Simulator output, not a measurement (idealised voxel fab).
process module | voxel self aligned vias
Square cells of 5 nm make up the cross-section cut, whose width is 215 nm.
Just so we're on the same page, the cross-sections are grids of square cells, and they're listed out in bands top to bottom, each band one or more rows deep. Band: top and bottom heights (nm) first, top before bottom; then materials from left to right, widths in nm. "full width" marks a sole material filling the band edge to edge. "air" denotes empty space. Where do heights start? At 0: under that level the wafer as delivered is made of one material only. And the lowest band has no floor; it just carries on downward, as in "0 nm and below". Think of "30->40" as a width that walks from the first number to the second as you go down the band, top row to bottom row, taking equal-sized steps from row to row. When a step is marked "identical to before", none of the cells in the cross-section changed during that step. "closed voids" - sealed voids, min. 8 cells, no opening to top; format: width x height at distance (distance from left edge; nm throughout). Read whatever lies past the settings on a step's line as the simulator's own remark about the step. A step's line can hold "overlay nm"; with a mask on that step, the setting says how far right of the planned place the mask lay, while a negative setting says it lay to the left.
## These are the steps we planned for the process
1. RECEIVE with material Si
2. CONFORMAL_DEP with material SiO2, thk nm 10
3. CONFORMAL_DEP with material SiCN, thk nm 5
4. DIRECTIONAL_DEP with material lowk, thk nm 30
5. MASKED_ETCH with tone open, mask id LINES, width nm 25, pitch nm 50, etch materials lowk, depth nm 30, overlay nm 0
6. CONFORMAL_DEP with material TiN, thk nm 5
7. FILL_DEP with material Ru, thk nm 5
8. CMP with height nm 45
9. SELECTIVE_ETCH with etch materials W Ru TiN, depth nm 5
10. FILL_DEP with material SiN, thk nm 10
11. CMP with height nm 45
12. DIRECTIONAL_DEP with material lowk, thk nm 15
13. PATTERN with tone open, mask id VIAS, material resist, width nm 35, thk nm 15, overlay nm 0
14. DIRECTIONAL_ETCH with etch materials lowk, depth nm 15
15. DIRECTIONAL_ETCH with etch materials SiN, depth nm 5
16. STRIP with etch materials resist
17. CONFORMAL_DEP with material TiN, thk nm 5
18. FILL_DEP with material Cu, thk nm 10
19. CMP with height nm 60
20. CONFORMAL_DEP with material SiCN, thk nm 5
## Delivered wafer in cross-section: state after step 1
	0 nm and below  Si full width
	closed voids: none
## Figure: cross-sectional view of the wafer upon completion of the module, processed from the initial state and according to the plan depicted above, with one error introduced during execution
	65 nm to 60 nm  SiCN full width
	60 nm to 50 nm  65 of lowk  5 of TiN  25 of Cu  5 of TiN  115 of lowk
	50 nm to 45 nm  65 of lowk  5 of TiN  15 of Cu  15 of TiN  115 of lowk
	45 nm to 40 nm  65 of lowk  25 of TiN  25 of lowk  25 of SiN  75 of lowk
	40 nm to 20 nm  65 of lowk  5 of TiN  15 of Ru  5 of TiN  25 of lowk  5 of TiN  15 of Ru  5 of TiN  75 of lowk
	20 nm to 15 nm  65 of lowk  25 of TiN  25 of lowk  25 of TiN  75 of lowk
	15 nm to 10 nm  SiCN full width
	10 nm to 0 nm  SiO2 full width
	0 nm and below  Si full width
	closed voids: none
Nonconformance to the process plan: step 5 off recipe, ran as MASKED_ETCH with tone open, mask id LINES, width nm 25, pitch nm 50, etch materials lowk, depth nm 30, overlay nm -5
